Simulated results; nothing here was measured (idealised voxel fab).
process module | voxel trench capacitor
cross-section cut | 240 nm wide | cells 5 nm
A cross-section is a grid of square cells, given in bands from the top down. A band is one or more rows of cells.
Each band's line starts with the height of the band's top and of its bottom, in nm. Then come its materials from left to right, each with its width in nm. One material with "throughout" fills the band from edge to edge. "air" is empty space.
Height 0 is the level under which the wafer as received is all one material. The lowest band goes on downwards, as in "0 down".
A width such as "30 to 40" changes by the same amount from each row of cells to the next, from the band's top row to its bottom row.
"no change" after a step means that no cell of the cross-section changed.
closed voids: empty space of 8 cells or more with no open way to the top, each as width x height at its distance from the left edge, in nm
after a step's settings: what the simulator itself notes on the step
overlay nm, on a step with a mask: how far to the right of its planned place the mask lay; to the left if negative
plan
1 op RECEIVE | material Si
2 op CONFORMAL_DEP | material SiN | thk nm 10
3 op MASKED_ETCH | tone open | mask id TRENCH | width nm 25 | pitch nm 40 | etch materials SiN | depth nm 10 | overlay nm 0
4 op MASKED_ETCH | tone open | mask id TRENCH | width nm 25 | pitch nm 40 | etch materials Si | depth nm 40 | overlay nm 0
5 op CONFORMAL_DEP | material Al2O3 | thk nm 5
6 op FILL_DEP | material polySi | thk nm 10
7 op CMP | height nm 10
first wafer, as planned
as received, after step 1
  0 down: Si throughout
  closed voids: none
after step 2
  10 to 0: SiN throughout
  below 0: unchanged
after step 3
  10 to 0: SiN 45 | air 25 | SiN 15 | air 25 | SiN 15 | air 25 | SiN 15 | air 25 | SiN 50
  below 0: unchanged
after step 4
  10 to 0: SiN 45 | air 25 | SiN 15 | air 25 | SiN 15 | air 25 | SiN 15 | air 25 | SiN 50
  0 to -40: Si 45 | air 25 | Si 15 | air 25 | Si 15 | air 25 | Si 15 | air 25 | Si 50
  below -40: unchanged
after step 5
  15 to 10: Al2O3 50 | air 15 | Al2O3 25 | air 15 | Al2O3 25 | air 15 | Al2O3 25 | air 15 | Al2O3 55
  10 to 0: SiN 45 | Al2O3 5 | air 15 | Al2O3 5 | SiN 15 | Al2O3 5 | air 15 | Al2O3 5 | SiN 15 | Al2O3 5 | air 15 | Al2O3 5 | SiN 15 | Al2O3 5 | air 15 | Al2O3 5 | SiN 50
  0 to -35: Si 45 | Al2O3 5 | air 15 | Al2O3 5 | Si 15 | Al2O3 5 | air 15 | Al2O3 5 | Si 15 | Al2O3 5 | air 15 | Al2O3 5 | Si 15 | Al2O3 5 | air 15 | Al2O3 5 | Si 50
  -35 to -40: Si 45 | Al2O3 25 | Si 15 | Al2O3 25 | Si 15 | Al2O3 25 | Si 15 | Al2O3 25 | Si 50
  below -40: unchanged
after step 6
  25 to 15: polySi throughout
  15 to 10: Al2O3 50 | polySi 15 | Al2O3 25 | polySi 15 | Al2O3 25 | polySi 15 | Al2O3 25 | polySi 15 | Al2O3 55
  10 to 0: SiN 45 | Al2O3 5 | polySi 15 | Al2O3 5 | SiN 15 | Al2O3 5 | polySi 15 | Al2O3 5 | SiN 15 | Al2O3 5 | polySi 15 | Al2O3 5 | SiN 15 | Al2O3 5 | polySi 15 | Al2O3 5 | SiN 50
  0 to -35: Si 45 | Al2O3 5 | polySi 15 | Al2O3 5 | Si 15 | Al2O3 5 | polySi 15 | Al2O3 5 | Si 15 | Al2O3 5 | polySi 15 | Al2O3 5 | Si 15 | Al2O3 5 | polySi 15 | Al2O3 5 | Si 50
  below -35: unchanged
after step 7
  10 to 0: SiN 45 | Al2O3 5 | polySi 15 | Al2O3 5 | SiN 15 | Al2O3 5 | polySi 15 | Al2O3 5 | SiN 15 | Al2O3 5 | polySi 15 | Al2O3 5 | SiN 15 | Al2O3 5 | polySi 15 | Al2O3 5 | SiN 50
  below 0: unchanged
second wafer: like start, like plan, one mistake. Through step 1 it matches the first wafer
when step 2 should have ended: no change
when step 3 should have ended: no change
when step 4 should have ended
  0 to -40: Si 45 | air 25 | Si 15 | air 25 | Si 15 | air 25 | Si 15 | air 25 | Si 50
  below -40: unchanged
when step 5 should have ended
  5 to 0: Al2O3 50 | air 15 | Al2O3 25 | air 15 | Al2O3 25 | air 15 | Al2O3 25 | air 15 | Al2O3 55
  0 to -35: Si 45 | Al2O3 5 | air 15 | Al2O3 5 | Si 15 | Al2O3 5 | air 15 | Al2O3 5 | Si 15 | Al2O3 5 | air 15 | Al2O3 5 | Si 15 | Al2O3 5 | air 15 | Al2O3 5 | Si 50
  -35 to -40: Si 45 | Al2O3 25 | Si 15 | Al2O3 25 | Si 15 | Al2O3 25 | Si 15 | Al2O3 25 | Si 50
  below -40: unchanged
when step 6 should have ended
  15 to 5: polySi throughout
  5 to 0: Al2O3 50 | polySi 15 | Al2O3 25 | polySi 15 | Al2O3 25 | polySi 15 | Al2O3 25 | polySi 15 | Al2O3 55
  0 to -35: Si 45 | Al2O3 5 | polySi 15 | Al2O3 5 | Si 15 | Al2O3 5 | polySi 15 | Al2O3 5 | Si 15 | Al2O3 5 | polySi 15 | Al2O3 5 | Si 15 | Al2O3 5 | polySi 15 | Al2O3 5 | Si 50
  below -35: unchanged
when step 7 should have ended
  10 to 5: polySi throughout
  below 5: unchanged
what went wrong: step 2 was left out
at the end the second wafer has, in cells: 20 more of Al2O3 | 56 fewer of SiN | 36 more of polySi
